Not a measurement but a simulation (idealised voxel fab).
Process module, titled voxel self aligned contacts
Section shown: cut. Width: 255 nm. Cell size: 5 nm, square.
In this document a cross-section is written as a grid of square cells. It is given as a series of bands, listed from the top down, and a band is one or more rows of cells.
Basically the band line says how high the top is and how high the bottom is, in nm, and then what's in it from left to right, every material with its width in nm. Empty space shows up as "empty", and if a single material carries "everywhere" it runs the full band edge to edge.
Heights are expressed relative to 0, this being the level below which the as-received wafer comprises one material exclusively. The lowest band is unbounded in the downward direction and is denoted as in "0..down".
Top row gets the first number, bottom row gets the second, and each row in between changes by the same step: that is how a band width like "30..40" works.
"remains unaltered" after a step means that no cell of the cross-section changed.
In the "Enclosed void entries" entry, you get each enclosed empty space of 8 cells or more, one with no open way to the top, written width x height at distance, distance from the left edge, in nm.
That trailing text on a step's line, after the settings, is the simulator's own remark on the step.
Regarding "overlay nm": on a step with a mask, it is the distance the mask lay to the right of its planned place; a negative value places it to the left.

**The following list gives the planned process steps**
1) RECEIVE with material Si
2) CONFORMAL_DEP with material SiO2, thk nm 5
3) DIRECTIONAL_DEP with material polySi, thk nm 25
4) DIRECTIONAL_DEP with material SiN, thk nm 25
5) MASKED_ETCH with tone cover, mask id GATE, width nm 30, pitch nm 70, etch materials SiN, depth nm 15, overlay nm 0
6) MASKED_ETCH with tone cover, mask id GATE, width nm 30, pitch nm 70, etch materials polySi, depth nm 25, overlay nm 0
7) CONFORMAL_DEP with material SiN, thk nm 10
8) DIRECTIONAL_ETCH with etch materials SiN, depth nm 10
9) FILL_DEP with material SiO2, thk nm 10
10) CMP with height nm 60
11) DIRECTIONAL_DEP with material aC, thk nm 15
12) PATTERN with tone open, mask id CONTACT, material resist, width nm 50, thk nm 30, overlay nm 0
13) DIRECTIONAL_ETCH with etch materials aC, depth nm 15
14) STRIP with etch materials resist
15) DIRECTIONAL_ETCH with etch materials SiO2, depth nm 60
16) STRIP with etch materials aC
17) CONFORMAL_DEP with material TiN, thk nm 5
18) FILL_DEP with material Ru, thk nm 5
19) CMP with height nm 60
20) CONFORMAL_DEP with material SiCN, thk nm 5
Same starting wafers, different depth nm at step 5. Plan value belongs to the first wafer.

**The first of several wafers, as received after step 1, seen in section**
- 0..down = Si everywhere
- Enclosed void entries: none

**Per-wafer rows below. For each material: cells gained (+) or lost (-) since the wafer was received, as of end of module. Then: closed voids**
depth nm 15 | +6 Ru | +51 SiCN | +162 SiN | +173 SiO2 | +16 TiN | +255 polySi | Enclosed void entries: none
depth nm 20 | +8 Ru | +51 SiCN | +131 SiN | +200 SiO2 | +18 TiN | +255 polySi | Enclosed void entries: none
depth nm 25 | +22 Ru | +51 SiCN | +140 SiN | +358 SiO2 | +32 TiN | +60 polySi | Enclosed void entries: none
depth nm 30 | +22 Ru | +51 SiCN | +140 SiN | +358 SiO2 | +32 TiN | +60 polySi | Enclosed void entries: none
depth nm 35 | +22 Ru | +51 SiCN | +140 SiN | +358 SiO2 | +32 TiN | +60 polySi | Enclosed void entries: none
depth nm 40 | +22 Ru | +51 SiCN | +140 SiN | +358 SiO2 | +32 TiN | +60 polySi | Enclosed void entries: none
